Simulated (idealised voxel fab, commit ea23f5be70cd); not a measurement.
You're looking at the process module voxel air gaps.
Square cells of 5 nm make up the cross-section cut, whose width is 285 nm.
In what follows, cross-sections appear as grids of square cells, described through bands that run from the top down, where every band is one or more rows of cells. Quick guide to a band line: top height, bottom height (nm) up front; then every material left to right with its width in nm. Only one material and it's marked "everywhere"? Then it fills the band edge to edge. And "air" just means empty space. Heights from 0 (as-received wafer is one material below). Bottom band endless downward, as "top 0, no bottom". Note: "30->40" means the width goes from the first number (top row of the band) to the second number (bottom row) in equal steps per row of cells. "nothing got changed" after a step means that no cell of the cross-section changed. Closed void register: empty space of 8 cells or more with no open way to the top, each as width x height at its distance from the left edge, in nm. It should be noted that, on the line of a given step, the content following the step's settings is a remark produced by the simulator itself with respect to that step. overlay nm: mask offset rightward from planned place, masked step; negative means leftward offset.

Below is the list of planned process steps
- 1: RECEIVE [material Si]
- 2: CONFORMAL_DEP [material SiO2] [thk nm 10]
- 3: CONFORMAL_DEP [material SiN] [thk nm 5]
- 4: DIRECTIONAL_DEP [material SiO2] [thk nm 40]
- 5: DIRECTIONAL_DEP [material aC] [thk nm 5]
- 6: PATTERN [tone open] [mask id LINES] [material resist] [width nm 25] [pitch nm 50] [thk nm 30] [overlay nm 0]
- 7: DIRECTIONAL_ETCH [etch materials aC] [depth nm 10]
- 8: STRIP [etch materials resist]
- 9: DIRECTIONAL_ETCH [etch materials SiO2] [depth nm 40]
- 10: STRIP [etch materials aC]
- 11: CONFORMAL_DEP [material TiN] [thk nm 5]
- 12: FILL_DEP [material W] [thk nm 10]
- 13: CMP [height nm 55]
- 14: EPI [material Ru] [thk nm 10]
- 15: SELECTIVE_ETCH [etch materials SiO2] [depth nm 50]
- 16: CONFORMAL_DEP [material SiN] [thk nm 5]
The wafers in this document start out alike and differ in the thk nm applied at step 5; the plan shows the value used for the first wafer.

First wafer as received, after step 1
* top 0, no bottom | Si everywhere
* Closed void register: none

Heads up, this table goes wafer by wafer. A row tells you, at the end of the module, how many cells of each material that wafer has put on (+) or dropped (-) since it was received, and then its closed voids
thk nm 5 | +54 Ru | +190 SiN | +114 SiO2 | +57 TiN | +63 W | Closed void register: 15 x 30 at 110; 15 x 30 at 160
thk nm 10 | +54 Ru | +190 SiN | +114 SiO2 | +57 TiN | +63 W | Closed void register: 15 x 30 at 110; 15 x 30 at 160
thk nm 15 | +114 SiN | +114 SiO2 | Closed void register: none
thk nm 20 | +114 SiN | +114 SiO2 | Closed void register: none
thk nm 25 | +114 SiN | +114 SiO2 | Closed void register: none
